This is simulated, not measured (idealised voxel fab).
process module | voxel self aligned vias
cross-section cut | 205 nm wide | cells 5 nm
A cross-section is a grid of square cells, given in bands from the top down. A band is one or more rows of cells.
Each band's line starts with the height of the band's top and of its bottom, in nm. Then come its materials from left to right, each with its width in nm. One material with "throughout" fills the band from edge to edge. "air" is empty space.
Height 0 is the level under which the wafer as received is all one material. The lowest band goes on downwards, as in "0 down".
A width such as "30 to 40" changes by the same amount from each row of cells to the next, from the band's top row to its bottom row.
"no change" after a step means that no cell of the cross-section changed.
closed voids: empty space of 8 cells or more with no open way to the top, each as width x height at its distance from the left edge, in nm
after a step's settings: what the simulator itself notes on the step
overlay nm, on a step with a mask: how far to the right of its planned place the mask lay; to the left if negative
plan
1 op RECEIVE | material Si
2 op CONFORMAL_DEP | material SiO2 | thk nm 10
3 op CONFORMAL_DEP | material SiCN | thk nm 5
4 op DIRECTIONAL_DEP | material lowk | thk nm 20
5 op PATTERN | tone open | mask id LINES | material resist | width nm 25 | pitch nm 65 | thk nm 20 | overlay nm 0
6 op DIRECTIONAL_ETCH | etch materials lowk | depth nm 20
7 op STRIP | etch materials resist
8 op CONFORMAL_DEP | material TiN | thk nm 5
9 op FILL_DEP | material Ru | thk nm 5
10 op CMP | height nm 35
11 op SELECTIVE_ETCH | etch materials W Ru TiN | depth nm 10
12 op FILL_DEP | material SiN | thk nm 5
13 op CMP | height nm 35
14 op DIRECTIONAL_DEP | material lowk | thk nm 15
15 op DIRECTIONAL_DEP | material aC | thk nm 10
16 op PATTERN | tone open | mask id VIAS | material resist | width nm 45 | thk nm 25 | overlay nm 0
17 op DIRECTIONAL_ETCH | etch materials aC | depth nm 10
18 op STRIP | etch materials resist
19 op DIRECTIONAL_ETCH | etch materials lowk | depth nm 15
20 op DIRECTIONAL_ETCH | etch materials SiN | depth nm 10
21 op STRIP | etch materials aC
22 op CONFORMAL_DEP | material TiN | thk nm 5
23 op FILL_DEP | material Cu | thk nm 5
24 op CMP | height nm 50
25 op CONFORMAL_DEP | material SiN | thk nm 5
varied across the wafers: thk nm of step 25. The plan shows the first wafer's value. All wafers start alike
first wafer as received, after step 1
  0 down: Si throughout
  closed voids: none
each wafer at the end: cells of each material gained (+) or lost (-) since it was received, then its closed voids
thk nm 5 | +20 Cu | +6 Ru | +41 SiCN | +51 SiN | +82 SiO2 | +31 TiN | +220 lowk | closed voids: none
thk nm 10 | +20 Cu | +6 Ru | +41 SiCN | +92 SiN | +82 SiO2 | +31 TiN | +220 lowk | closed voids: none
thk nm 15 | +20 Cu | +6 Ru | +41 SiCN | +133 SiN | +82 SiO2 | +31 TiN | +220 lowk | closed voids: none
thk nm 20 | +20 Cu | +6 Ru | +41 SiCN | +174 SiN | +82 SiO2 | +31 TiN | +220 lowk | closed voids: none
